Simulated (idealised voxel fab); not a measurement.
The document below concerns the process module designated voxel ribs on slabs.
Each square cell in cross-section cut measures 5 nm, and the section as a whole is 290 nm wide.
Square cells in a grid make up a cross-section in this document, and the grid is given as bands, listed from the top down, each one or more rows of cells. In this notation a band is specified by the heights of its top and bottom, in that order and in nm, after which its materials appear from left to right, each paired with its width in nm. The word "all across" attached to a single material means that material fills the band from edge to edge; the word "empty" stands for empty space. Heights are reckoned from 0. Under this level, the received wafer is all of one material. The bottommost band is open-ended downward, for example "from 0 down". A two-number width, for instance "30..40", indicates that the width is equal to the first number in the top row of the band and to the second number in the bottom row, and that it changes by a constant amount per row of cells. The cross-section has no changed cell in any step marked "no change occurred". For the entry "closed voids", the listed items are empty spaces with no open way to the top whose size is 8 cells or more; each item follows the pattern width x height at distance, where distance is from the left edge and all three are in nm. after a step's settings: what the simulator itself notes on the step. You can add "overlay nm" to a step's line. For a step with a mask, it describes how far the mask lay to the right of its planned position, and a negative number describes a lay to the left.

### plan
1. RECEIVE, material Si
2. DIRECTIONAL_DEP, material SiO2, thk nm 25
3. DIRECTIONAL_DEP, material SiN, thk nm 20
4. DIRECTIONAL_DEP, material aC, thk nm 10
5. PATTERN, tone cover, mask id RIB, material resist, width nm 30, thk nm 30, overlay nm 0
6. DIRECTIONAL_ETCH, etch materials aC, depth nm 10
7. STRIP, etch materials resist
8. DIRECTIONAL_ETCH, etch materials SiN, depth nm 5
9. STRIP, etch materials aC
10. PATTERN, tone cover, mask id SLAB, material resist, width nm 90, thk nm 15, overlay nm 0
11. DIRECTIONAL_ETCH, etch materials SiN, depth nm 15
12. STRIP, etch materials resist
13. FILL_DEP, material SiO2, thk nm 20
14. CMP, height nm 60
15. DIRECTIONAL_DEP, material TiN, thk nm 10
16. DIRECTIONAL_DEP, material aC, thk nm 10
17. PATTERN, tone cover, mask id HEATER, material resist, width nm 40, thk nm 25, overlay nm 0
18. DIRECTIONAL_ETCH, etch materials aC, depth nm 10
19. STRIP, etch materials resist
20. DIRECTIONAL_ETCH, etch materials TiN, depth nm 10
21. STRIP, etch materials aC
22. CONFORMAL_DEP, material SiN, thk nm 5

### Cross-section of the incoming wafer, state after step 1
  from 0 down = Si all across
  closed voids: none

### Cross-sectional view of the first of the two wafers upon completion of the module, processed in accordance with the plan
  from 75 to 70 = 120 empty, then 50 SiN, then 120 empty
  from 70 to 65 = 120 empty, then 5 SiN, then 40 TiN, then 5 SiN, then 120 empty
  from 65 to 60 = 125 SiN, then 40 TiN, then 125 SiN
  from 60 to 45 = SiO2 all across
  from 45 to 40 = 130 SiO2, then 30 SiN, then 130 SiO2
  from 40 to 25 = 100 SiO2, then 90 SiN, then 100 SiO2
  from 25 to 0 = SiO2 all across
  from 0 down = Si all across
  closed voids: none

### So this is wafer number two of the two, cut at the end of the module - it started where the first did and had the same plan, we just got one thing wrong running it
  from 75 to 70 = 120 empty, then 50 SiN, then 120 empty
  from 70 to 65 = 120 empty, then 5 SiN, then 40 TiN, then 5 SiN, then 120 empty
  from 65 to 60 = 125 SiN, then 40 TiN, then 125 SiN
  from 60 to 20 = SiO2 all across
  from 20 to 0 = SiN all across
  from 0 down = Si all across
  closed voids: none
Short version of what went wrong: steps 2 and 3 were swapped
Count the cells at the end and the second wafer has more or fewer of some materials than the first: SiN +172, SiO2 -172
